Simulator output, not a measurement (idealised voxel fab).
process module | voxel ribs on slabs
cross-section cut | 140 nm wide | cells 5 nm
In this document a cross-section is written as a grid of square cells. It is given as a series of bands, listed from the top down, and a band is one or more rows of cells. Top height, bottom height, nm. Materials left to right, width each, nm. Single material + "all across" = fills band edge to edge. "air" = empty. Ref level 0: as-received wafer is one material below here. Bottom band extends down with no lower bound ("0 down"). When a width is written as two numbers, as in "30->40", the first number is the width in the top row of cells of the band and the second is the width in its bottom row, and the width changes by the same amount from each row to the next. The cross-section has no changed cell in any step marked "stayed the same". Look at "closed voids" for the closed voids: empty spaces with no open path to the top, sized 8 cells or up. Each is width x height at distance, distance from the left edge, all nm. It should be noted that, on the line of a given step, the content following the step's settings is a remark produced by the simulator itself with respect to that step. overlay nm: on a step with a mask, how far right of its planned place the mask lay; negative means left.
**Below is the list of planned process steps**
1,op RECEIVE | material Si
2,op DIRECTIONAL_DEP | material SiO2 | thk nm 20
3,op DIRECTIONAL_DEP | material polySi | thk nm 20
4,op DIRECTIONAL_DEP | material aC | thk nm 10
5,op PATTERN | tone cover | mask id RIB | material resist | width nm 20 | thk nm 30 | overlay nm 0
6,op DIRECTIONAL_ETCH | etch materials aC | depth nm 10
7,op STRIP | etch materials resist
8,op DIRECTIONAL_ETCH | etch materials polySi | depth nm 15
9,op STRIP | etch materials aC
10,op MASKED_ETCH | tone cover | mask id SLAB | width nm 50 | etch materials polySi | depth nm 5 | overlay nm 0
11,op FILL_DEP | material SiO2 | thk nm 20
12,op CMP | height nm 55
13,op DIRECTIONAL_DEP | material W | thk nm 10
14,op MASKED_ETCH | tone cover | mask id HEATER | width nm 30 | etch materials W | depth nm 10 | overlay nm 0
15,op CONFORMAL_DEP | material SiN | thk nm 5
**Cross-section of the wafer upon arrival, representing the state reached after step 1**
> 0 down  Si all across
> closed voids: none
**Cross-section, end of module. Start: as above. Plan: as above. Execution: one mistake**
> 70 to 65  air=50; SiN=40; air=50
> 65 to 60  air=50; SiN=5; W=30; SiN=5; air=50
> 60 to 55  SiN=55; W=30; SiN=55
> 55 to 40  SiO2 all across
> 40 to 25  SiO2=60; polySi=20; SiO2=60
> 25 to 20  SiO2=45; polySi=50; SiO2=45
> 20 to 0  SiN all across
> 0 down  Si all across
> closed voids: none
What was done differently from what was planned? step 2 off recipe, ran as op DIRECTIONAL_DEP | material SiN | thk nm 20
